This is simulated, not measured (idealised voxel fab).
Process module in this document: voxel fin reveal
The cross-section on display is named cut; it measures 200 nm wide, and its cells are 5 nm squares.
We lay out every cross-section as a grid of square cells and spell it out in bands from the top down, where one band means one or more rows of cells. Basically the band line says how high the top is and how high the bottom is, in nm, and then what's in it from left to right, every material with its width in nm. Empty space shows up as "air", and if a single material carries "full width" it runs the full band edge to edge. For the purposes of this specification, 0 denotes the height below which the wafer in its as-received condition is composed wholly of one material, and the lowermost band, lacking a lower limit, extends downward without end, as expressed in "0 -> down". Note: "30..40" means the width goes from the first number (top row of the band) to the second number (bottom row) in equal steps per row of cells. Take "nothing altered" at face value: in the step it is given for, the cross-section changed in none of its cells. So "Unvented internal voids" is basically the list of trapped voids: any empty space of 8 cells or more that can't reach the top through an opening. They're written width x height at distance, the distance being from the left edge, and it's all nm. Text after the settings on a step's line: the simulator's own remark on that step. "overlay nm" on a masked step: distance the mask lay right of its planned place, negative for left.

# plan
step 1: RECEIVE, material Si
step 2: CONFORMAL_DEP, material SiN, thk nm 10
step 3: MASKED_ETCH, tone cover, mask id FINS, width nm 15, pitch nm 45, etch materials SiN, depth nm 10, overlay nm 0
step 4: MASKED_ETCH, tone cover, mask id FINS, width nm 15, pitch nm 45, etch materials Si, depth nm 40, overlay nm 0
step 5: OXIDIZE, depth nm 5
step 6: FILL_DEP, material SiO2, thk nm 10
step 7: CMP, height nm 10
step 8: SELECTIVE_ETCH, etch materials SiO2, depth nm 40
step 9: STRIP, etch materials SiN

# Wafer as received: cross-section following step 1
- 0 -> down  Si full width
- Unvented internal voids: none

# first wafer at the end, as planned
- 0 -> -30  75 nm air, then 5 nm Si, then 40 nm air, then 5 nm Si, then 75 nm air
- -30 -> -45  75 nm SiO2, then 5 nm Si, then 40 nm SiO2, then 5 nm Si, then 75 nm SiO2
- -45 -> down  Si full width
- Unvented internal voids: none

# The second wafer, shown in cross-section after the module: started the same way as the first and given the same plan, yet one mistake crept into how it was run
- 0 -> -5  75 nm air, then 5 nm Si, then 40 nm air, then 5 nm Si, then 75 nm air
- -5 -> -30  70 nm air, then 15 nm Si, then 30 nm air, then 15 nm Si, then 70 nm air
- -30 -> -45  70 nm SiO2, then 15 nm Si, then 30 nm SiO2, then 15 nm Si, then 70 nm SiO2
- -45 -> down  Si full width
- Unvented internal voids: none
What was done differently from what was planned? step 4 ran differently from the plan; actual operation with settings: MASKED_ETCH, tone cover, mask id FINS, width nm 25, pitch nm 45, etch materials Si, depth nm 40, overlay nm 0
Count the cells at the end and the second wafer has more or fewer of some materials than the first: Si: 32 more; SiO2: 12 fewer
